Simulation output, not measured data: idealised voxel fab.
process module | voxel transistor to metal
cross-section cut | 155 nm wide | cells 5 nm
A cross-section is a grid of square cells, given in bands from the top down. A band is one or more rows of cells.
Each band's line starts with the height of the band's top and of its bottom, in nm. Then come its materials from left to right, each with its width in nm. One material with "throughout" fills the band from edge to edge. "air" is empty space.
Height 0 is the level under which the wafer as received is all one material. The lowest band goes on downwards, as in "0 down".
A width such as "30 to 40" changes by the same amount from each row of cells to the next, from the band's top row to its bottom row.
"no change" after a step means that no cell of the cross-section changed.
closed voids: empty space of 8 cells or more with no open way to the top, each as width x height at its distance from the left edge, in nm
after a step's settings: what the simulator itself notes on the step
overlay nm, on a step with a mask: how far to the right of its planned place the mask lay; to the left if negative
plan
1 op RECEIVE | material Si
2 op OXIDIZE | depth nm 5
3 op CONFORMAL_DEP | material SiN | thk nm 15
4 op DIRECTIONAL_DEP | material aC | thk nm 10
5 op PATTERN | tone cover | mask id ACTIVE | material resist | width nm 105 | thk nm 25 | overlay nm 0
6 op DIRECTIONAL_ETCH | etch materials aC | depth nm 10
7 op STRIP | etch materials resist
8 op DIRECTIONAL_ETCH | etch materials SiN | depth nm 15
9 op DIRECTIONAL_ETCH | etch materials SiO2 | depth nm 5
10 op DIRECTIONAL_ETCH | etch materials Si | depth nm 30
11 op STRIP | etch materials aC
12 op OXIDIZE | depth nm 5
13 op FILL_DEP | material SiO2 | thk nm 15
14 op CMP | height nm 15
15 op SELECTIVE_ETCH | etch materials SiO2 | depth nm 15
16 op STRIP | etch materials SiN
17 op SELECTIVE_ETCH | etch materials SiO2 | depth nm 5
18 op OXIDIZE | depth nm 5
19 op DIRECTIONAL_DEP | material polySi | thk nm 25
20 op DIRECTIONAL_DEP | material SiCN | thk nm 10
21 op PATTERN | tone cover | mask id GATE | material resist | width nm 15 | thk nm 15 | overlay nm 0
22 op DIRECTIONAL_ETCH | etch materials SiCN | depth nm 20
23 op DIRECTIONAL_ETCH | etch materials polySi | depth nm 35
24 op STRIP | etch materials resist
25 op CONFORMAL_DEP | material SiN | thk nm 10
26 op DIRECTIONAL_ETCH | etch materials SiN | depth nm 10
27 op DIRECTIONAL_ETCH | etch materials SiO2 | depth nm 5
28 op EPI | material nSi | thk nm 5
29 op FILL_DEP | material SiO2 | thk nm 10
30 op CMP | height nm 30
31 op DIRECTIONAL_DEP | material SiO2 | thk nm 10
32 op PATTERN | tone open | mask id CONTACT | material resist | width nm 30 | pitch nm 55 | thk nm 20 | overlay nm 0
33 op DIRECTIONAL_ETCH | etch materials SiO2 | depth nm 45
34 op STRIP | etch materials resist
35 op CONFORMAL_DEP | material TiN | thk nm 5
36 op FILL_DEP | material Ru | thk nm 5
37 op CMP | height nm 40
38 op DIRECTIONAL_DEP | material TiN | thk nm 5
39 op DIRECTIONAL_DEP | material Ru | thk nm 15
40 op PATTERN | tone cover | mask id METAL_1 | material resist | width nm 20 | pitch nm 65 | thk nm 15 | overlay nm -15
41 op DIRECTIONAL_ETCH | etch materials Ru | depth nm 15
42 op DIRECTIONAL_ETCH | etch materials TiN | depth nm 5
43 op STRIP | etch materials resist
44 op CONFORMAL_DEP | material SiN | thk nm 5
45 op FILL_DEP | material SiO2 | thk nm 5
46 op CMP | height nm 60
47 op CONFORMAL_DEP | material SiCN | thk nm 5
48 op DIRECTIONAL_DEP | material SiO2 | thk nm 35
49 op DIRECTIONAL_DEP | material aC | thk nm 10
50 op PATTERN | tone open | mask id METAL_2_HOLES | material resist | width nm 15 | pitch nm 65 | thk nm 30 | overlay nm 0
51 op DIRECTIONAL_ETCH | etch materials aC | depth nm 10
52 op STRIP | etch materials resist
53 op DIRECTIONAL_ETCH | etch materials SiO2 | depth nm 35
54 op STRIP | etch materials aC
55 op DIRECTIONAL_DEP | material aC | thk nm 15
56 op PATTERN | tone open | mask id METAL_2 | material resist | width nm 20 | pitch nm 65 | thk nm 35 | overlay nm 0
57 op DIRECTIONAL_ETCH | etch materials aC | depth nm 15
58 op STRIP | etch materials resist
59 op DIRECTIONAL_ETCH | etch materials SiO2 | depth nm 20
60 op DIRECTIONAL_ETCH | etch materials SiCN | depth nm 5
61 op STRIP | etch materials aC
62 op CONFORMAL_DEP | material TiN | thk nm 5
63 op FILL_DEP | material Ru | thk nm 5
64 op CMP | height nm 100
65 op CONFORMAL_DEP | material SiN | thk nm 5
varied across the wafers: overlay nm of step 40. The plan shows the first wafer's value. All wafers start alike
first wafer as received, after step 1
  0 down: Si throughout
  closed voids: none
each wafer at the end: cells of each material gained (+) or lost (-) since it was received, then its closed voids
overlay nm -15 | +94 Ru | -134 Si | +31 SiCN | +94 SiN | +449 SiO2 | +88 TiN | +14 nSi | +15 polySi | closed voids: none
overlay nm -10 | +94 Ru | -134 Si | +31 SiCN | +94 SiN | +449 SiO2 | +88 TiN | +14 nSi | +15 polySi | closed voids: none
overlay nm -5 | +94 Ru | -134 Si | +31 SiCN | +94 SiN | +449 SiO2 | +88 TiN | +14 nSi | +15 polySi | closed voids: none
overlay nm 0 | +94 Ru | -134 Si | +31 SiCN | +94 SiN | +449 SiO2 | +88 TiN | +14 nSi | +15 polySi | closed voids: none
overlay nm 5 | +94 Ru | -134 Si | +31 SiCN | +94 SiN | +449 SiO2 | +88 TiN | +14 nSi | +15 polySi | closed voids: none
overlay nm 10 | +94 Ru | -134 Si | +31 SiCN | +94 SiN | +449 SiO2 | +88 TiN | +14 nSi | +15 polySi | closed voids: none
overlay nm 15 | +94 Ru | -134 Si | +31 SiCN | +94 SiN | +449 SiO2 | +88 TiN | +14 nSi | +15 polySi | closed voids: none
